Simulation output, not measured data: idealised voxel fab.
voxel ribs on slabs: a process module
For reference, the cross-section in this document is cut, with width 220 nm and square cells of 5 nm.
For the purposes of this document, a cross-section shall be understood as a grid of square cells, specified as bands listed in top-to-bottom order, each band consisting of one or more rows of cells. Heights first: top, then bottom, in nm. Then materials, left to right, each with a width in nm. "all across" on a single material: fills the band edge to edge. "empty": empty space. Ref level 0: as-received wafer is one material below here. Bottom band extends down with no lower bound ("0 and below"). The two numbers in a width such as "30..40" mark its ends across the band: the first belongs to the top row of cells, the second to the bottom row, and from each row to the next the width moves by the same amount. Key: "same as before" - step with no changed cell in the cross-section. Empty spaces without an open route to the top, at least 8 cells in extent, make up the entry "Sealed internal voids"; each is given as width x height at distance, where the distance is measured from the left edge, and all are in nm. What comes after the settings on a step's line is commentary from the simulator itself on that step. overlay nm: right-of-plan distance of the mask on a masked step; negative values mean left-of-plan.

-- Planned step list for the process
1,RECEIVE [material Si]
2,DIRECTIONAL_DEP [material SiO2] [thk nm 30]
3,DIRECTIONAL_DEP [material polySi] [thk nm 15]
4,PATTERN [tone cover] [mask id RIB] [material resist] [width nm 20] [thk nm 15] [overlay nm 0]
5,DIRECTIONAL_ETCH [etch materials polySi] [depth nm 10]
6,STRIP [etch materials resist]
7,MASKED_ETCH [tone cover] [mask id SLAB] [width nm 70] [etch materials polySi] [depth nm 5] [overlay nm 0]
8,FILL_DEP [material SiO2] [thk nm 15]
9,CMP [height nm 55]
10,DIRECTIONAL_DEP [material TiN] [thk nm 5]
11,DIRECTIONAL_DEP [material aC] [thk nm 15]
12,PATTERN [tone cover] [mask id HEATER] [material resist] [width nm 30] [thk nm 35] [overlay nm 0]
13,DIRECTIONAL_ETCH [etch materials aC] [depth nm 15]
14,STRIP [etch materials resist]
15,DIRECTIONAL_ETCH [etch materials TiN] [depth nm 5]
16,STRIP [etch materials aC]
17,CONFORMAL_DEP [material SiO2] [thk nm 5]

-- First of two wafers - as planned

-- Shown in cross-section is the wafer as received, that is, as it stands after step 1
- 0 and below  Si all across
- Sealed internal voids: none

-- After step 2, in cross-section
- 30 down to 0  SiO2 all across
- Below 0, the layers are the same as they were.

-- After step 3, in cross-section
- 45 down to 30  polySi all across
- Below 30, the layers are the same as they were.

-- After step 4, in cross-section
- 60 down to 45  empty=100 / resist=20 / empty=100
- Below 45, the layers are the same as they were.

-- After step 5, in cross-section
- 60 down to 45  empty=100 / resist=20 / empty=100
- 45 down to 35  empty=100 / polySi=20 / empty=100
- Below 35, the layers are the same as they were.

-- After step 6, in cross-section
- 45 down to 35  empty=100 / polySi=20 / empty=100
- Below 35, the layers are the same as they were.

-- After step 7, in cross-section
- 45 down to 35  empty=100 / polySi=20 / empty=100
- 35 down to 30  empty=75 / polySi=70 / empty=75
- Below 30, the layers are the same as they were.

-- After step 8, in cross-section
- 60 down to 45  SiO2 all across
- 45 down to 35  SiO2=100 / polySi=20 / SiO2=100
- 35 down to 30  SiO2=75 / polySi=70 / SiO2=75
- Below 30, the layers are the same as they were.

-- After step 9, in cross-section
- 55 down to 45  SiO2 all across
- Below 45, the layers are the same as they were.

-- After step 10, in cross-section
- 60 down to 55  TiN all across
- Below 55, the layers are the same as they were.

-- After step 11, in cross-section
- 75 down to 60  aC all across
- Below 60, the layers are the same as they were.

-- After step 12, in cross-section
- 110 down to 75  empty=95 / resist=30 / empty=95
- Below 75, the layers are the same as they were.

-- After step 13, in cross-section
- 95 down to 75  empty=95 / resist=30 / empty=95
- 75 down to 60  empty=95 / aC=30 / empty=95
- Below 60, the layers are the same as they were.

-- After step 14, in cross-section
- 75 down to 60  empty=95 / aC=30 / empty=95
- Below 60, the layers are the same as they were.

-- After step 15, in cross-section
- 75 down to 60  empty=95 / aC=30 / empty=95
- 60 down to 55  empty=95 / TiN=30 / empty=95
- Below 55, the layers are the same as they were.

-- After step 16, in cross-section
- 60 down to 55  empty=95 / TiN=30 / empty=95
- Below 55, the layers are the same as they were.

-- After step 17, in cross-section
- 65 down to 60  empty=90 / SiO2=40 / empty=90
- 60 down to 55  SiO2=95 / TiN=30 / SiO2=95
- Below 55, the layers are the same as they were.

-- Now the other wafer: same start, same recipe, but we messed up one thing when running it. Up to and including step 2 it's the same as the first one

-- Second wafer, section view, time point: scheduled end of step 3
- 60 down to 30  polySi all across
- Below 30, the layers are the same as they were.

-- Second wafer, section view, time point: scheduled end of step 4
- 75 down to 60  empty=100 / resist=20 / empty=100
- Below 60, the layers are the same as they were.

-- Second wafer, section view, time point: scheduled end of step 5
- 75 down to 60  empty=100 / resist=20 / empty=100
- 60 down to 50  empty=100 / polySi=20 / empty=100
- Below 50, the layers are the same as they were.

-- Second wafer, section view, time point: scheduled end of step 6
- 60 down to 50  empty=100 / polySi=20 / empty=100
- Below 50, the layers are the same as they were.

-- Second wafer, section view, time point: scheduled end of step 7
- 60 down to 50  empty=100 / polySi=20 / empty=100
- 50 down to 45  empty=75 / polySi=70 / empty=75
- Below 45, the layers are the same as they were.

-- Second wafer, section view, time point: scheduled end of step 8
- 75 down to 60  SiO2 all across
- 60 down to 50  SiO2=100 / polySi=20 / SiO2=100
- 50 down to 45  SiO2=75 / polySi=70 / SiO2=75
- Below 45, the layers are the same as they were.

-- Second wafer, section view, time point: scheduled end of step 9
- 55 down to 45  SiO2=100..75 / polySi=20..70 / SiO2=100..75
- Below 45, the layers are the same as they were.

-- Second wafer, section view, time point: scheduled end of step 10
- 60 down to 55  TiN all across
- Below 55, the layers are the same as they were.

-- Second wafer, section view, time point: scheduled end of step 11
- 75 down to 60  aC all across
- Below 60, the layers are the same as they were.

-- Second wafer, section view, time point: scheduled end of step 12
- 110 down to 75  empty=95 / resist=30 / empty=95
- Below 75, the layers are the same as they were.

-- Second wafer, section view, time point: scheduled end of step 13
- 95 down to 75  empty=95 / resist=30 / empty=95
- 75 down to 60  empty=95 / aC=30 / empty=95
- Below 60, the layers are the same as they were.

-- Second wafer, section view, time point: scheduled end of step 14
- 75 down to 60  empty=95 / aC=30 / empty=95
- Below 60, the layers are the same as they were.

-- Second wafer, section view, time point: scheduled end of step 15
- 75 down to 60  empty=95 / aC=30 / empty=95
- 60 down to 55  empty=95 / TiN=30 / empty=95
- Below 55, the layers are the same as they were.

-- Second wafer, section view, time point: scheduled end of step 16
- 60 down to 55  empty=95 / TiN=30 / empty=95
- Below 55, the layers are the same as they were.

-- Second wafer, section view, time point: scheduled end of step 17
- 65 down to 60  empty=90 / SiO2=40 / empty=90
- 60 down to 55  SiO2=95 / TiN=30 / SiO2=95
- Below 55, the layers are the same as they were.
Against the plan, the run slipped here: plan step 3 ran twice
Wrapping up, a cell-based count of both wafers puts the second over or under the first for these materials: SiO2: 128 fewer | polySi: 128 more
